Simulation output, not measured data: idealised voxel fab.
Title: Process Module voxel self aligned contacts
It is cross-section cut that appears here, measuring 255 nm in width, its square cells being 5 nm in size.
The cross-sections in this document take the form of a grid made of square cells. They are written out as bands, in order from top to bottom. Each band consists of one or more rows of cells.
A band entry consists of two parts. The first gives the height of the band's top and the height of its bottom, in nm. The rest lists the band's materials from left to right, each with its width in nm. A single material labelled with the word "full width" fills the band from edge to edge, and the word "blank" marks empty space.
Height reference: 0 = level under which incoming wafer is all one material. Lowest band: no bottom, runs on downward, e.g. "0 down".
Quick explanation for "30->40": the width changes in equal steps down the rows of cells, from the first number in the band's top row to the second number in its bottom row.
Given "no change" for a step, no cell of the cross-section differs between before and after that step.
In the "Enclosed cavity list" entry, you get each enclosed empty space of 8 cells or more, one with no open way to the top, written width x height at distance, distance from the left edge, in nm.
On each step's line, the part that comes after the settings is the simulator's own comment on the step.
overlay nm: mask right of planned place by this much (step with mask). Neg. = left.
Steps in the process plan:
- 1: RECEIVE: material Si
- 2: OXIDIZE: depth nm 5
- 3: DIRECTIONAL_DEP: material polySi, thk nm 30
- 4: DIRECTIONAL_DEP: material SiN, thk nm 25
- 5: DIRECTIONAL_DEP: material aC, thk nm 10
- 6: PATTERN: tone cover, mask id GATE, material resist, width nm 30, pitch nm 75, thk nm 30, overlay nm 0
- 7: DIRECTIONAL_ETCH: etch materials aC, depth nm 10
- 8: STRIP: etch materials resist
- 9: DIRECTIONAL_ETCH: etch materials SiN, depth nm 25
- 10: DIRECTIONAL_ETCH: etch materials polySi, depth nm 30
- 11: STRIP: etch materials aC
- 12: CONFORMAL_DEP: material SiN, thk nm 10
- 13: DIRECTIONAL_ETCH: etch materials SiN, depth nm 10
- 14: FILL_DEP: material SiO2, thk nm 15
- 15: CMP: height nm 60
- 16: MASKED_ETCH: tone open, mask id CONTACT, width nm 55, etch materials SiO2, depth nm 65, overlay nm 0
- 17: CONFORMAL_DEP: material TiN, thk nm 5
- 18: FILL_DEP: material W, thk nm 5
- 19: CMP: height nm 60
- 20: CONFORMAL_DEP: material SiCN, thk nm 5
The first of the two wafers, which ran as planned:
as received, after step 1:
  0 down  Si full width
  Enclosed cavity list: none
Step 2 complete: cross-section through the wafer:
  0 to -5  SiO2 full width
  Everything below -5 is unchanged.
Step 3 complete: cross-section through the wafer:
  30 to 0  polySi full width
  Everything below 0 is unchanged.
Step 4 complete: cross-section through the wafer:
  55 to 30  SiN full width
  Everything below 30 is unchanged.
Step 5 complete: cross-section through the wafer:
  65 to 55  aC full width
  Everything below 55 is unchanged.
Step 6 complete: cross-section through the wafer:
  95 to 65  blank: 75, resist: 30, blank: 45, resist: 30, blank: 75
  Everything below 65 is unchanged.
Step 7 complete: cross-section through the wafer:
  85 to 65  blank: 75, resist: 30, blank: 45, resist: 30, blank: 75
  65 to 55  blank: 75, aC: 30, blank: 45, aC: 30, blank: 75
  Everything below 55 is unchanged.
Step 8 complete: cross-section through the wafer:
  65 to 55  blank: 75, aC: 30, blank: 45, aC: 30, blank: 75
  Everything below 55 is unchanged.
Step 9 complete: cross-section through the wafer:
  65 to 55  blank: 75, aC: 30, blank: 45, aC: 30, blank: 75
  55 to 30  blank: 75, SiN: 30, blank: 45, SiN: 30, blank: 75
  Everything below 30 is unchanged.
Step 10 complete: cross-section through the wafer:
  65 to 55  blank: 75, aC: 30, blank: 45, aC: 30, blank: 75
  55 to 30  blank: 75, SiN: 30, blank: 45, SiN: 30, blank: 75
  30 to 0  blank: 75, polySi: 30, blank: 45, polySi: 30, blank: 75
  Everything below 0 is unchanged.
Step 11 complete: cross-section through the wafer:
  55 to 30  blank: 75, SiN: 30, blank: 45, SiN: 30, blank: 75
  Everything below 30 is unchanged.
Step 12 complete: cross-section through the wafer:
  65 to 30  blank: 65, SiN: 50, blank: 25, SiN: 50, blank: 65
  30 to 10  blank: 65, SiN: 10, polySi: 30, SiN: 10, blank: 25, SiN: 10, polySi: 30, SiN: 10, blank: 65
  10 to 0  SiN: 75, polySi: 30, SiN: 45, polySi: 30, SiN: 75
  Everything below 0 is unchanged.
Step 13 complete: cross-section through the wafer:
  55 to 30  blank: 65, SiN: 50, blank: 25, SiN: 50, blank: 65
  30 to 0  blank: 65, SiN: 10, polySi: 30, SiN: 10, blank: 25, SiN: 10, polySi: 30, SiN: 10, blank: 65
  Everything below 0 is unchanged.
Step 14 complete: cross-section through the wafer:
  70 to 55  SiO2 full width
  55 to 30  SiO2: 65, SiN: 50, SiO2: 25, SiN: 50, SiO2: 65
  30 to 0  SiO2: 65, SiN: 10, polySi: 30, SiN: 10, SiO2: 25, SiN: 10, polySi: 30, SiN: 10, SiO2: 65
  Everything below 0 is unchanged.
Step 15 complete: cross-section through the wafer:
  60 to 55  SiO2 full width
  Everything below 55 is unchanged.
Step 16 complete: cross-section through the wafer:
  60 to 55  SiO2: 100, blank: 55, SiO2: 100
  55 to 30  SiO2: 65, SiN: 50, blank: 25, SiN: 50, SiO2: 65
  30 to 0  SiO2: 65, SiN: 10, polySi: 30, SiN: 10, blank: 25, SiN: 10, polySi: 30, SiN: 10, SiO2: 65
  0 to -5  SiO2: 115, blank: 25, SiO2: 115
  Everything below -5 is unchanged.
Step 17 complete: cross-section through the wafer:
  65 to 60  TiN: 105, blank: 45, TiN: 105
  60 to 55  SiO2: 100, TiN: 20, blank: 15, TiN: 20, SiO2: 100
  55 to 30  SiO2: 65, SiN: 50, TiN: 5, blank: 15, TiN: 5, SiN: 50, SiO2: 65
  30 to 0  SiO2: 65, SiN: 10, polySi: 30, SiN: 10, TiN: 5, blank: 15, TiN: 5, SiN: 10, polySi: 30, SiN: 10, SiO2: 65
  0 to -5  SiO2: 115, TiN: 25, SiO2: 115
  Everything below -5 is unchanged.
Step 18 complete: cross-section through the wafer:
  70 to 65  W full width
  65 to 60  TiN: 105, W: 45, TiN: 105
  60 to 55  SiO2: 100, TiN: 20, W: 15, TiN: 20, SiO2: 100
  55 to 30  SiO2: 65, SiN: 50, TiN: 5, W: 15, TiN: 5, SiN: 50, SiO2: 65
  30 to 0  SiO2: 65, SiN: 10, polySi: 30, SiN: 10, TiN: 5, W: 15, TiN: 5, SiN: 10, polySi: 30, SiN: 10, SiO2: 65
  Everything below 0 is unchanged.
Step 19 complete: cross-section through the wafer:
  60 to 55  SiO2: 100, TiN: 20, W: 15, TiN: 20, SiO2: 100
  Everything below 55 is unchanged.
Step 20 complete: cross-section through the wafer:
  65 to 60  SiCN full width
  Everything below 60 is unchanged.
Second wafer, same starting state and plan as the first, one mistake in the run, identical through step 2:
Second wafer, cut view, end of step 3 per plan:
  25 to 0  SiN full width
  Everything below 0 is unchanged.
Second wafer, cut view, end of step 4 per plan:
  55 to 25  polySi full width
  Everything below 25 is unchanged.
Second wafer, cut view, end of step 5 per plan:
  65 to 55  aC full width
  Everything below 55 is unchanged.
Second wafer, cut view, end of step 6 per plan:
  95 to 65  blank: 75, resist: 30, blank: 45, resist: 30, blank: 75
  Everything below 65 is unchanged.
Second wafer, cut view, end of step 7 per plan:
  85 to 65  blank: 75, resist: 30, blank: 45, resist: 30, blank: 75
  65 to 55  blank: 75, aC: 30, blank: 45, aC: 30, blank: 75
  Everything below 55 is unchanged.
Second wafer, cut view, end of step 8 per plan:
  65 to 55  blank: 75, aC: 30, blank: 45, aC: 30, blank: 75
  Everything below 55 is unchanged.
Second wafer, cut view, end of step 9 per plan: no change
Second wafer, cut view, end of step 10 per plan:
  65 to 55  blank: 75, aC: 30, blank: 45, aC: 30, blank: 75
  55 to 25  blank: 75, polySi: 30, blank: 45, polySi: 30, blank: 75
  Everything below 25 is unchanged.
Second wafer, cut view, end of step 11 per plan:
  55 to 25  blank: 75, polySi: 30, blank: 45, polySi: 30, blank: 75
  Everything below 25 is unchanged.
Second wafer, cut view, end of step 12 per plan:
  65 to 55  blank: 65, SiN: 50, blank: 25, SiN: 50, blank: 65
  55 to 35  blank: 65, SiN: 10, polySi: 30, SiN: 10, blank: 25, SiN: 10, polySi: 30, SiN: 10, blank: 65
  35 to 25  SiN: 75, polySi: 30, SiN: 45, polySi: 30, SiN: 75
  Everything below 25 is unchanged.
Second wafer, cut view, end of step 13 per plan:
  55 to 25  blank: 65, SiN: 10, polySi: 30, SiN: 10, blank: 25, SiN: 10, polySi: 30, SiN: 10, blank: 65
  Everything below 25 is unchanged.
Second wafer, cut view, end of step 14 per plan:
  70 to 55  SiO2 full width
  55 to 25  SiO2: 65, SiN: 10, polySi: 30, SiN: 10, SiO2: 25, SiN: 10, polySi: 30, SiN: 10, SiO2: 65
  Everything below 25 is unchanged.
Second wafer, cut view, end of step 15 per plan:
  60 to 55  SiO2 full width
  Everything below 55 is unchanged.
Second wafer, cut view, end of step 16 per plan:
  60 to 55  SiO2: 100, blank: 55, SiO2: 100
  55 to 25  SiO2: 65, SiN: 10, polySi: 30, SiN: 10, blank: 25, SiN: 10, polySi: 30, SiN: 10, SiO2: 65
  Everything below 25 is unchanged.
Second wafer, cut view, end of step 17 per plan:
  65 to 60  TiN: 105, blank: 45, TiN: 105
  60 to 55  SiO2: 100, TiN: 20, blank: 15, TiN: 20, SiO2: 100
  55 to 30  SiO2: 65, SiN: 10, polySi: 30, SiN: 10, TiN: 5, blank: 15, TiN: 5, SiN: 10, polySi: 30, SiN: 10, SiO2: 65
  30 to 25  SiO2: 65, SiN: 10, polySi: 30, SiN: 10, TiN: 25, SiN: 10, polySi: 30, SiN: 10, SiO2: 65
  Everything below 25 is unchanged.
Second wafer, cut view, end of step 18 per plan:
  70 to 65  W full width
  65 to 60  TiN: 105, W: 45, TiN: 105
  60 to 55  SiO2: 100, TiN: 20, W: 15, TiN: 20, SiO2: 100
  55 to 30  SiO2: 65, SiN: 10, polySi: 30, SiN: 10, TiN: 5, W: 15, TiN: 5, SiN: 10, polySi: 30, SiN: 10, SiO2: 65
  Everything below 30 is unchanged.
Second wafer, cut view, end of step 19 per plan:
  60 to 55  SiO2: 100, TiN: 20, W: 15, TiN: 20, SiO2: 100
  Everything below 55 is unchanged.
Second wafer, cut view, end of step 20 per plan:
  65 to 60  SiCN full width
  Everything below 60 is unchanged.
What was done differently from what was planned? the intended sequence of steps 3 and 4 was reversed during processing, with each occupying the position of the other
The closing comparison, in cells, has the second wafer with more or fewer of some materials than the first: SiN +155, SiO2 -125, TiN -12, W -18
